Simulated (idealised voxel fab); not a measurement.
You're looking at the process module voxel fin reveal.
Square cell edge 5 nm, section width 165 nm, ID cut.
We lay out every cross-section as a grid of square cells and spell it out in bands from the top down, where one band means one or more rows of cells. Top, bottom (nm), then materials left to right with widths (nm); lone material tagged "edge to edge" fills the whole band edge to edge; "blank" = empty space. Height reference: 0 = level under which incoming wafer is all one material. Lowest band: no bottom, runs on downward, e.g. "0 nm and below". Per-row width for "30 to 40": begins at first number (top row of band), ends at second number (bottom row), increment between rows held constant. What does "stayed the same" mean for a step? It means no cell of the cross-section changed in that step. "Closed cavity list" specifies each empty space that is not open to the top and that occupies no fewer than 8 cells, using the form width x height at distance, the distance measured from the left edge and all three quantities in nm. Note: text after step settings on the step line = simulator remark on that step. When a step includes a mask, the "overlay nm" setting on its line states how far to the right of its planned place that mask lay, and negative values state how far to the left.
Here's what the planned process steps look like:
1,RECEIVE with material Si
2,CONFORMAL_DEP with material SiN, thk nm 5
3,MASKED_ETCH with tone cover, mask id FINS, width nm 15, pitch nm 40, etch materials SiN, depth nm 5, overlay nm 0
4,MASKED_ETCH with tone cover, mask id FINS, width nm 15, pitch nm 40, etch materials Si, depth nm 40, overlay nm 0
5,OXIDIZE with depth nm 5
6,FILL_DEP with material SiO2, thk nm 10
7,CMP with height nm -5
8,SELECTIVE_ETCH with etch materials SiO2, depth nm 25
9,STRIP with etch materials SiN
10,CONFORMAL_DEP with material SiO2, thk nm 5
Wafers differ in height nm at step 7; plan lists the first wafer's value; identical starting state.
The first of several wafers, as received after step 1, seen in section:
  0 nm and below: Si edge to edge
  Closed cavity list: none
Basically each wafer gets a line in the table, showing it at the end of the module: material by material, the cells it gained (+) or lost (-) since we got it, then its closed voids:
height nm -5 | -281 Si | +146 SiO2 | Closed cavity list: none
height nm 0 | -279 Si | +177 SiO2 | Closed cavity list: none
height nm 5 | -279 Si | +204 SiO2 | Closed cavity list: none
height nm 10 | -279 Si | +231 SiO2 | Closed cavity list: none
height nm 15 | -279 Si | +258 SiO2 | Closed cavity list: none
